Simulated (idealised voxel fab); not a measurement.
This section sets out a process module, namely voxel transistor to metal.
Cross-section cut spans 180 nm and uses square cells 5 nm in size.
Format of a cross-section: grid, square cells. Given as bands. Order: top down. Band: one or more rows of cells.
For a band, the entry starts with two heights in nm, that of the top and then that of the bottom, and carries on with the band's materials in order from left to right, each alongside its width in nm; the word "all across" beside a single material means it fills the band edge to edge, and "blank" means empty space.
Heights are measured from 0, the level below which the as-received wafer is all one material; the lowest band has no bottom and continues downward, written as in "0 down".
With a width like "30..40", each row of cells in the band differs from the next by the same amount, the top row carrying the first number and the bottom row the second.
"nothing different", as given for a step, is the statement that not any cell of the cross-section underwent a change during that step.
You'll see "Closed void list" listing empty spaces that have no way open to the top, as long as they're 8 cells or more; the notation is width x height at distance, where the distance is from the left edge, and all of it is in nm.
That trailing text on a step's line, after the settings, is the simulator's own remark on the step.
For masked steps, "overlay nm" on the step line gives how far right of plan the mask actually lay; a minus sign means it lay to the left.

## This section lists the process steps that were planned
1,RECEIVE | material Si
2,CONFORMAL_DEP | material SiO2 | thk nm 5
3,CONFORMAL_DEP | material SiN | thk nm 10
4,MASKED_ETCH | tone cover | mask id ACTIVE | width nm 95 | etch materials SiN | depth nm 10 | overlay nm 0
5,MASKED_ETCH | tone cover | mask id ACTIVE | width nm 95 | etch materials SiO2 | depth nm 5 | overlay nm 0
6,MASKED_ETCH | tone cover | mask id ACTIVE | width nm 95 | etch materials Si | depth nm 35 | overlay nm 0
7,OXIDIZE | depth nm 5
8,FILL_DEP | material SiO2 | thk nm 10
9,CMP | height nm 15
10,SELECTIVE_ETCH | etch materials SiO2 | depth nm 10
11,STRIP | etch materials SiN
12,SELECTIVE_ETCH | etch materials SiO2 | depth nm 5
13,OXIDIZE | depth nm 5
14,DIRECTIONAL_DEP | material polySi | thk nm 30
15,DIRECTIONAL_DEP | material SiCN | thk nm 15
16,PATTERN | tone cover | mask id GATE | material resist | width nm 25 | thk nm 15 | overlay nm 0
17,DIRECTIONAL_ETCH | etch materials SiCN | depth nm 25
18,DIRECTIONAL_ETCH | etch materials polySi | depth nm 40
19,STRIP | etch materials resist
20,CONFORMAL_DEP | material SiN | thk nm 5
21,DIRECTIONAL_ETCH | etch materials SiN | depth nm 5
22,DIRECTIONAL_ETCH | etch materials SiO2 | depth nm 5
23,EPI | material SiGe | thk nm 5
24,FILL_DEP | material SiO2 | thk nm 5
25,CMP | height nm 30
26,STRIP | etch materials polySi
27,SELECTIVE_ETCH | etch materials SiO2 | depth nm 5
28,CONFORMAL_DEP | material HfO2 | thk nm 5
29,CONFORMAL_DEP | material TiN | thk nm 5
30,FILL_DEP | material W | thk nm 10
31,CMP | height nm 25
32,DIRECTIONAL_DEP | material SiO2 | thk nm 15
33,PATTERN | tone open | mask id CONTACT | material resist | width nm 15 | pitch nm 70 | thk nm 15 | overlay nm 0
34,DIRECTIONAL_ETCH | etch materials SiO2 | depth nm 40
35,STRIP | etch materials resist
36,CONFORMAL_DEP | material TiN | thk nm 5
37,FILL_DEP | material Ru | thk nm 10
38,CMP | height nm 40
39,CONFORMAL_DEP | material SiN | thk nm 5
40,DIRECTIONAL_DEP | material SiO2 | thk nm 25
41,PATTERN | tone open | mask id METAL_1 | material resist | width nm 15 | pitch nm 70 | thk nm 15 | overlay nm 0
42,DIRECTIONAL_ETCH | etch materials SiO2 | depth nm 25
43,DIRECTIONAL_ETCH | etch materials SiN | depth nm 5
44,STRIP | etch materials resist
45,CONFORMAL_DEP | material TiN | thk nm 5
46,FILL_DEP | material Cu | thk nm 10
47,CMP | height nm 70
48,CONFORMAL_DEP | material SiCN | thk nm 5
49,DIRECTIONAL_DEP | material SiO2 | thk nm 30
50,DIRECTIONAL_DEP | material aC | thk nm 10
51,PATTERN | tone open | mask id METAL_2 | material resist | width nm 15 | pitch nm 70 | thk nm 25 | overlay nm 0
52,DIRECTIONAL_ETCH | etch materials aC | depth nm 10
53,STRIP | etch materials resist
54,DIRECTIONAL_ETCH | etch materials SiO2 | depth nm 15
55,STRIP | etch materials aC
56,DIRECTIONAL_DEP | material aC | thk nm 15
57,PATTERN | tone open | mask id METAL_2_HOLES | material resist | width nm 15 | pitch nm 70 | thk nm 30 | overlay nm 0
58,DIRECTIONAL_ETCH | etch materials aC | depth nm 15
59,STRIP | etch materials resist
60,DIRECTIONAL_ETCH | etch materials SiO2 | depth nm 15
61,DIRECTIONAL_ETCH | etch materials SiCN | depth nm 5
62,STRIP | etch materials aC
63,CONFORMAL_DEP | material TiN | thk nm 5
64,FILL_DEP | material Cu | thk nm 10
65,CMP | height nm 105
66,CONFORMAL_DEP | material SiCN | thk nm 5

## The cross-section here shows the wafer as received, i.e. in its state after step 1
  0 down: Si all across
  Closed void list: none

## Cross-section, first of two wafers, end of module, run as planned
  110 to 105: SiCN all across
  105 to 75: SiO2=45 | TiN=5 | Cu=5 | TiN=5 | SiO2=55 | TiN=5 | Cu=5 | TiN=5 | SiO2=50
  75 to 70: SiCN=45 | TiN=15 | SiCN=55 | TiN=15 | SiCN=50
  70 to 45: SiO2=45 | TiN=5 | Cu=5 | TiN=5 | SiO2=55 | TiN=5 | Cu=5 | TiN=5 | SiO2=50
  45 to 40: SiN=45 | TiN=15 | SiN=55 | TiN=15 | SiN=50
  40 to 25: SiO2=45 | TiN=5 | Ru=5 | TiN=5 | SiO2=55 | TiN=5 | Ru=5 | TiN=5 | SiO2=50
  25 to 5: SiO2=45 | TiN=5 | Ru=5 | TiN=5 | SiO2=10 | SiN=5 | HfO2=5 | TiN=5 | W=5 | TiN=5 | HfO2=5 | SiN=5 | SiO2=10 | TiN=5 | Ru=5 | TiN=5 | SiO2=50
  5 to 0: SiO2=45 | TiN=15 | SiO2=10 | SiN=5 | HfO2=5 | TiN=15 | HfO2=5 | SiN=5 | SiO2=10 | TiN=15 | SiO2=50
  0 to -5: SiO2=40 | SiGe=30 | HfO2=35 | SiGe=30 | SiO2=45
  -5 to -40: SiO2=45 | Si=85 | SiO2=50
  -40 down: Si all across
  Closed void list: none

## What the second wafer looks like in cross-section once the module is done. Its start and its plan matched the first wafer's exactly; what differed was one mistake in how it was run
  110 to 105: HfO2 all across
  105 to 75: SiO2=45 | TiN=5 | Cu=5 | TiN=5 | SiO2=55 | TiN=5 | Cu=5 | TiN=5 | SiO2=50
  75 to 70: SiCN=45 | TiN=15 | SiCN=55 | TiN=15 | SiCN=50
  70 to 45: SiO2=45 | TiN=5 | Cu=5 | TiN=5 | SiO2=55 | TiN=5 | Cu=5 | TiN=5 | SiO2=50
  45 to 40: SiN=45 | TiN=15 | SiN=55 | TiN=15 | SiN=50
  40 to 25: SiO2=45 | TiN=5 | Ru=5 | TiN=5 | SiO2=55 | TiN=5 | Ru=5 | TiN=5 | SiO2=50
  25 to 5: SiO2=45 | TiN=5 | Ru=5 | TiN=5 | SiO2=10 | SiN=5 | HfO2=5 | TiN=5 | W=5 | TiN=5 | HfO2=5 | SiN=5 | SiO2=10 | TiN=5 | Ru=5 | TiN=5 | SiO2=50
  5 to 0: SiO2=45 | TiN=15 | SiO2=10 | SiN=5 | HfO2=5 | TiN=15 | HfO2=5 | SiN=5 | SiO2=10 | TiN=15 | SiO2=50
  0 to -5: SiO2=40 | SiGe=30 | HfO2=35 | SiGe=30 | SiO2=45
  -5 to -40: SiO2=45 | Si=85 | SiO2=50
  -40 down: Si all across
  Closed void list: none
Which mistake was made when the wafer was run? step 66 was processed under conditions differing from the plan, specifically as CONFORMAL_DEP | material HfO2 | thk nm 5
Count the cells at the end and the second wafer has more or fewer of some materials than the first: 36 more of HfO2, 36 fewer of SiCN
